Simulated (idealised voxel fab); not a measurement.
Process module in this document: voxel capacitor over wiring
165 nm wide, 5 nm square cells: that's cross-section cut.
Think of the cross-section as a grid of square cells. We describe it in bands, top to bottom, and each band covers one or more rows of those cells.
Heads up on the band format: heights come first, top then bottom, in nm. After that it's the materials left to right, each with its width in nm. A single material flagged "everywhere" fills the whole band edge to edge, and "air" means there's empty space there.
We count height from 0. Below that, the starting wafer is all one material. The lowest band never ends at the bottom but goes on down; see "0..down" for how that is written.
Per-row width for "30 to 40": begins at first number (top row of band), ends at second number (bottom row), increment between rows held constant.
"everything unchanged" after a step means that no cell of the cross-section changed.
Look at "Cavities, closed" for the closed voids: empty spaces with no open path to the top, sized 8 cells or up. Each is width x height at distance, distance from the left edge, all nm.
Text after the settings on a step's line: the simulator's own remark on that step.
Among the settings permitted on a step's line is "overlay nm"; applied to a step with a mask, it specifies the extent to which the mask lay to the right of its planned position, whereas a negative figure signifies a position to the left.

### Steps planned for the process
1) op RECEIVE | material Si
2) op CONFORMAL_DEP | material SiO2 | thk nm 15
3) op DIRECTIONAL_DEP | material TiN | thk nm 5
4) op DIRECTIONAL_DEP | material W | thk nm 15
5) op PATTERN | tone cover | mask id METAL_1 | material resist | width nm 30 | pitch nm 90 | thk nm 20 | overlay nm 0
6) op DIRECTIONAL_ETCH | etch materials W | depth nm 15
7) op DIRECTIONAL_ETCH | etch materials TiN | depth nm 5
8) op STRIP | etch materials resist
9) op CONFORMAL_DEP | material SiN | thk nm 5
10) op FILL_DEP | material lowk | thk nm 5
11) op CMP | height nm 35
12) op CONFORMAL_DEP | material SiCN | thk nm 5
13) op DIRECTIONAL_DEP | material lowk | thk nm 10
14) op PATTERN | tone open | mask id PLUG_1 | material resist | width nm 15 | thk nm 15 | overlay nm 0
15) op DIRECTIONAL_ETCH | etch materials lowk | depth nm 10
16) op DIRECTIONAL_ETCH | etch materials SiCN | depth nm 5
17) op STRIP | etch materials resist
18) op CONFORMAL_DEP | material TiN | thk nm 5
19) op FILL_DEP | material Cu | thk nm 5
20) op CMP | height nm 50
21) op DIRECTIONAL_DEP | material TiN | thk nm 10
22) op DIRECTIONAL_DEP | material SiN | thk nm 5
23) op DIRECTIONAL_DEP | material TiN | thk nm 5
24) op MASKED_ETCH | tone cover | mask id UPPER_PLATE | width nm 65 | etch materials TiN | depth nm 5 | overlay nm 0
25) op MASKED_ETCH | tone cover | mask id UPPER_PLATE | width nm 65 | etch materials SiN | depth nm 5 | overlay nm 0
26) op DIRECTIONAL_DEP | material aC | thk nm 10
27) op PATTERN | tone cover | mask id LOWER_PLATE | material resist | width nm 75 | thk nm 30 | overlay nm 0
28) op DIRECTIONAL_ETCH | etch materials aC | depth nm 10
29) op STRIP | etch materials resist
30) op DIRECTIONAL_ETCH | etch materials TiN | depth nm 10
31) op STRIP | etch materials aC
32) op FILL_DEP | material SiO2 | thk nm 20
33) op CMP | height nm 85
34) op DIRECTIONAL_DEP | material aC | thk nm 10
35) op PATTERN | tone open | mask id PLUG_2 | material resist | width nm 15 | thk nm 25 | overlay nm 0
36) op DIRECTIONAL_ETCH | etch materials aC | depth nm 10
37) op STRIP | etch materials resist
38) op DIRECTIONAL_ETCH | etch materials SiO2 | depth nm 15
39) op STRIP | etch materials aC
40) op CONFORMAL_DEP | material TiN | thk nm 5
41) op FILL_DEP | material Cu | thk nm 10
42) op CMP | height nm 85
43) op CONFORMAL_DEP | material SiN | thk nm 5

### The first of the two wafers, which ran as planned

### So this is the incoming wafer in cross-section - it's already been through step 1
* 0..down | Si everywhere
* Cavities, closed: none

### Cross-section of the wafer subsequent to step 2
* 15..0 | SiO2 everywhere
* Everything below 0 is unchanged.

### Cross-section of the wafer subsequent to step 3
* 20..15 | TiN everywhere
* Everything below 15 is unchanged.

### Cross-section of the wafer subsequent to step 4
* 35..20 | W everywhere
* Everything below 20 is unchanged.

### Cross-section of the wafer subsequent to step 5
* 55..35 | air 20 nm; resist 30 nm; air 60 nm; resist 30 nm; air 25 nm
* Everything below 35 is unchanged.

### Cross-section of the wafer subsequent to step 6
* 55..35 | air 20 nm; resist 30 nm; air 60 nm; resist 30 nm; air 25 nm
* 35..20 | air 20 nm; W 30 nm; air 60 nm; W 30 nm; air 25 nm
* Everything below 20 is unchanged.

### Cross-section of the wafer subsequent to step 7
* 55..35 | air 20 nm; resist 30 nm; air 60 nm; resist 30 nm; air 25 nm
* 35..20 | air 20 nm; W 30 nm; air 60 nm; W 30 nm; air 25 nm
* 20..15 | air 20 nm; TiN 30 nm; air 60 nm; TiN 30 nm; air 25 nm
* Everything below 15 is unchanged.

### Cross-section of the wafer subsequent to step 8
* 35..20 | air 20 nm; W 30 nm; air 60 nm; W 30 nm; air 25 nm
* Everything below 20 is unchanged.

### Cross-section of the wafer subsequent to step 9
* 40..35 | air 15 nm; SiN 40 nm; air 50 nm; SiN 40 nm; air 20 nm
* 35..20 | air 15 nm; SiN 5 nm; W 30 nm; SiN 5 nm; air 50 nm; SiN 5 nm; W 30 nm; SiN 5 nm; air 20 nm
* 20..15 | SiN 20 nm; TiN 30 nm; SiN 60 nm; TiN 30 nm; SiN 25 nm
* Everything below 15 is unchanged.

### Cross-section of the wafer subsequent to step 10
* 45..40 | lowk everywhere
* 40..35 | lowk 15 nm; SiN 40 nm; lowk 50 nm; SiN 40 nm; lowk 20 nm
* 35..20 | lowk 15 nm; SiN 5 nm; W 30 nm; SiN 5 nm; lowk 50 nm; SiN 5 nm; W 30 nm; SiN 5 nm; lowk 20 nm
* Everything below 20 is unchanged.

### Cross-section of the wafer subsequent to step 11
* 35..20 | lowk 15 nm; SiN 5 nm; W 30 nm; SiN 5 nm; lowk 50 nm; SiN 5 nm; W 30 nm; SiN 5 nm; lowk 20 nm
* Everything below 20 is unchanged.

### Cross-section of the wafer subsequent to step 12
* 40..35 | SiCN everywhere
* Everything below 35 is unchanged.

### Cross-section of the wafer subsequent to step 13
* 50..40 | lowk everywhere
* Everything below 40 is unchanged.

### Cross-section of the wafer subsequent to step 14
* 65..50 | resist 35 nm; air 15 nm; resist 115 nm
* Everything below 50 is unchanged.

### Cross-section of the wafer subsequent to step 15
* 65..50 | resist 35 nm; air 15 nm; resist 115 nm
* 50..40 | lowk 35 nm; air 15 nm; lowk 115 nm
* Everything below 40 is unchanged.

### Cross-section of the wafer subsequent to step 16
* 65..50 | resist 35 nm; air 15 nm; resist 115 nm
* 50..40 | lowk 35 nm; air 15 nm; lowk 115 nm
* 40..35 | SiCN 35 nm; air 15 nm; SiCN 115 nm
* Everything below 35 is unchanged.

### Cross-section of the wafer subsequent to step 17
* 50..40 | lowk 35 nm; air 15 nm; lowk 115 nm
* Everything below 40 is unchanged.

### Cross-section of the wafer subsequent to step 18
* 55..50 | TiN 40 nm; air 5 nm; TiN 120 nm
* 50..40 | lowk 35 nm; TiN 5 nm; air 5 nm; TiN 5 nm; lowk 115 nm
* 40..35 | SiCN 35 nm; TiN 15 nm; SiCN 115 nm
* Everything below 35 is unchanged.

### Cross-section of the wafer subsequent to step 19
* 60..55 | Cu everywhere
* 55..50 | TiN 40 nm; Cu 5 nm; TiN 120 nm
* 50..40 | lowk 35 nm; TiN 5 nm; Cu 5 nm; TiN 5 nm; lowk 115 nm
* Everything below 40 is unchanged.

### Cross-section of the wafer subsequent to step 20
* 50..40 | lowk 35 nm; TiN 5 nm; Cu 5 nm; TiN 5 nm; lowk 115 nm
* Everything below 40 is unchanged.

### Cross-section of the wafer subsequent to step 21
* 60..50 | TiN everywhere
* Everything below 50 is unchanged.

### Cross-section of the wafer subsequent to step 22
* 65..60 | SiN everywhere
* Everything below 60 is unchanged.

### Cross-section of the wafer subsequent to step 23
* 70..65 | TiN everywhere
* Everything below 65 is unchanged.

### Cross-section of the wafer subsequent to step 24
* 70..65 | air 35 nm; TiN 65 nm; air 65 nm
* Everything below 65 is unchanged.

### Cross-section of the wafer subsequent to step 25
* 70..65 | air 35 nm; TiN 65 nm; air 65 nm
* 65..60 | air 35 nm; SiN 65 nm; air 65 nm
* Everything below 60 is unchanged.

### Cross-section of the wafer subsequent to step 26
* 80..70 | air 35 nm; aC 65 nm; air 65 nm
* 70..65 | aC 35 nm; TiN 65 nm; aC 65 nm
* 65..60 | aC 35 nm; SiN 65 nm; aC 65 nm
* Everything below 60 is unchanged.

### Cross-section of the wafer subsequent to step 27
* 110..80 | air 30 nm; resist 75 nm; air 60 nm
* 80..70 | air 30 nm; resist 5 nm; aC 65 nm; resist 5 nm; air 60 nm
* Everything below 70 is unchanged.

### Cross-section of the wafer subsequent to step 28
* 100..80 | air 30 nm; resist 75 nm; air 60 nm
* 80..70 | air 30 nm; resist 5 nm; aC 65 nm; resist 5 nm; air 60 nm
* 70..65 | air 30 nm; aC 5 nm; TiN 65 nm; aC 5 nm; air 60 nm
* 65..60 | air 30 nm; aC 5 nm; SiN 65 nm; aC 5 nm; air 60 nm
* Everything below 60 is unchanged.

### Cross-section of the wafer subsequent to step 29
* 80..70 | air 35 nm; aC 65 nm; air 65 nm
* Everything below 70 is unchanged.

### Cross-section of the wafer subsequent to step 30
* 80..70 | air 35 nm; aC 65 nm; air 65 nm
* 70..65 | air 30 nm; aC 5 nm; TiN 65 nm; aC 5 nm; air 60 nm
* 65..60 | air 30 nm; aC 5 nm; SiN 65 nm; aC 5 nm; air 60 nm
* 60..50 | air 30 nm; TiN 75 nm; air 60 nm
* Everything below 50 is unchanged.

### Cross-section of the wafer subsequent to step 31
* 70..65 | air 35 nm; TiN 65 nm; air 65 nm
* 65..60 | air 35 nm; SiN 65 nm; air 65 nm
* Everything below 60 is unchanged.

### Cross-section of the wafer subsequent to step 32
* 90..70 | SiO2 everywhere
* 70..65 | SiO2 35 nm; TiN 65 nm; SiO2 65 nm
* 65..60 | SiO2 35 nm; SiN 65 nm; SiO2 65 nm
* 60..50 | SiO2 30 nm; TiN 75 nm; SiO2 60 nm
* Everything below 50 is unchanged.

### Cross-section of the wafer subsequent to step 33
* 85..70 | SiO2 everywhere
* Everything below 70 is unchanged.

### Cross-section of the wafer subsequent to step 34
* 95..85 | aC everywhere
* Everything below 85 is unchanged.

### Cross-section of the wafer subsequent to step 35
* 120..95 | resist 45 nm; air 15 nm; resist 105 nm
* Everything below 95 is unchanged.

### Cross-section of the wafer subsequent to step 36
* 110..95 | resist 45 nm; air 15 nm; resist 105 nm
* 95..85 | aC 45 nm; air 15 nm; aC 105 nm
* Everything below 85 is unchanged.

### Cross-section of the wafer subsequent to step 37
* 95..85 | aC 45 nm; air 15 nm; aC 105 nm
* Everything below 85 is unchanged.

### Cross-section of the wafer subsequent to step 38
* 95..85 | aC 45 nm; air 15 nm; aC 105 nm
* 85..70 | SiO2 45 nm; air 15 nm; SiO2 105 nm
* Everything below 70 is unchanged.

### Cross-section of the wafer subsequent to step 39
* 85..70 | SiO2 45 nm; air 15 nm; SiO2 105 nm
* Everything below 70 is unchanged.

### Cross-section of the wafer subsequent to step 40
* 90..85 | TiN 50 nm; air 5 nm; TiN 110 nm
* 85..75 | SiO2 45 nm; TiN 5 nm; air 5 nm; TiN 5 nm; SiO2 105 nm
* 75..65 | SiO2 45 to 35 nm; TiN 15 to 65 nm; SiO2 105 to 65 nm
* Everything below 65 is unchanged.

### Cross-section of the wafer subsequent to step 41
* 100..90 | Cu everywhere
* 90..85 | TiN 50 nm; Cu 5 nm; TiN 110 nm
* 85..75 | SiO2 45 nm; TiN 5 nm; Cu 5 nm; TiN 5 nm; SiO2 105 nm
* Everything below 75 is unchanged.

### Cross-section of the wafer subsequent to step 42
* 85..75 | SiO2 45 nm; TiN 5 nm; Cu 5 nm; TiN 5 nm; SiO2 105 nm
* Everything below 75 is unchanged.

### Cross-section of the wafer subsequent to step 43
* 90..85 | SiN everywhere
* Everything below 85 is unchanged.

### Second of two: same start, same plan, one run error; steps up to and including 22 match the first

### Second wafer, cut view, end of step 23 per plan
* 80..65 | TiN everywhere
* Everything below 65 is unchanged.

### Second wafer, cut view, end of step 24 per plan
* 80..75 | air 35 nm; TiN 65 nm; air 65 nm
* Everything below 75 is unchanged.

Second wafer, cut view, end of step 25 per plan: everything unchanged

### Second wafer, cut view, end of step 26 per plan
* 90..85 | air 35 nm; aC 65 nm; air 65 nm
* 85..80 | aC everywhere
* 80..75 | aC 35 nm; TiN 65 nm; aC 65 nm
* Everything below 75 is unchanged.

### Second wafer, cut view, end of step 27 per plan
* 120..90 | air 30 nm; resist 75 nm; air 60 nm
* 90..85 | air 30 nm; resist 5 nm; aC 65 nm; resist 5 nm; air 60 nm
* Everything below 85 is unchanged.

### Second wafer, cut view, end of step 28 per plan
* 110..90 | air 30 nm; resist 75 nm; air 60 nm
* 90..85 | air 30 nm; resist 5 nm; aC 65 nm; resist 5 nm; air 60 nm
* 85..80 | air 30 nm; aC 75 nm; air 60 nm
* 80..75 | air 30 nm; aC 5 nm; TiN 65 nm; aC 5 nm; air 60 nm
* Everything below 75 is unchanged.

### Second wafer, cut view, end of step 29 per plan
* 90..80 | air 35 to 30 nm; aC 65 to 75 nm; air 65 to 60 nm
* Everything below 80 is unchanged.

### Second wafer, cut view, end of step 30 per plan
* 90..80 | air 35 to 30 nm; aC 65 to 75 nm; air 65 to 60 nm
* 80..75 | air 30 nm; aC 5 nm; TiN 65 nm; aC 5 nm; air 60 nm
* 75..65 | air 30 nm; TiN 75 nm; air 60 nm
* Everything below 65 is unchanged.

### Second wafer, cut view, end of step 31 per plan
* 80..75 | air 35 nm; TiN 65 nm; air 65 nm
* Everything below 75 is unchanged.

### Second wafer, cut view, end of step 32 per plan
* 100..80 | SiO2 everywhere
* 80..75 | SiO2 35 nm; TiN 65 nm; SiO2 65 nm
* 75..65 | SiO2 30 nm; TiN 75 nm; SiO2 60 nm
* Everything below 65 is unchanged.

### Second wafer, cut view, end of step 33 per plan
* 85..80 | SiO2 everywhere
* Everything below 80 is unchanged.

### Second wafer, cut view, end of step 34 per plan
* 95..85 | aC everywhere
* Everything below 85 is unchanged.

### Second wafer, cut view, end of step 35 per plan
* 120..95 | resist 45 nm; air 15 nm; resist 105 nm
* Everything below 95 is unchanged.

### Second wafer, cut view, end of step 36 per plan
* 110..95 | resist 45 nm; air 15 nm; resist 105 nm
* 95..85 | aC 45 nm; air 15 nm; aC 105 nm
* Everything below 85 is unchanged.

### Second wafer, cut view, end of step 37 per plan
* 95..85 | aC 45 nm; air 15 nm; aC 105 nm
* Everything below 85 is unchanged.

### Second wafer, cut view, end of step 38 per plan
* 95..85 | aC 45 nm; air 15 nm; aC 105 nm
* 85..80 | SiO2 45 nm; air 15 nm; SiO2 105 nm
* Everything below 80 is unchanged.

### Second wafer, cut view, end of step 39 per plan
* 85..80 | SiO2 45 nm; air 15 nm; SiO2 105 nm
* Everything below 80 is unchanged.

### Second wafer, cut view, end of step 40 per plan
* 90..85 | TiN 50 nm; air 5 nm; TiN 110 nm
* 85..75 | SiO2 45 to 35 nm; TiN 15 to 65 nm; SiO2 105 to 65 nm
* Everything below 75 is unchanged.

### Second wafer, cut view, end of step 41 per plan
* 100..90 | Cu everywhere
* 90..85 | TiN 50 nm; Cu 5 nm; TiN 110 nm
* Everything below 85 is unchanged.

### Second wafer, cut view, end of step 42 per plan
* 85..75 | SiO2 45 to 35 nm; TiN 15 to 65 nm; SiO2 105 to 65 nm
* Everything below 75 is unchanged.

### Second wafer, cut view, end of step 43 per plan
* 90..85 | SiN everywhere
* Everything below 85 is unchanged.
Where did the run depart from the plan? step 23 ran with different settings than intended, the actual operation and settings being op DIRECTIONAL_DEP | material TiN | thk nm 15
It is noted that, at the conclusion of processing, the second wafer exhibits a higher or lower cell count for certain materials relative to the first: 2 fewer of Cu, 20 more of SiN, 80 fewer of SiO2, 62 more of TiN
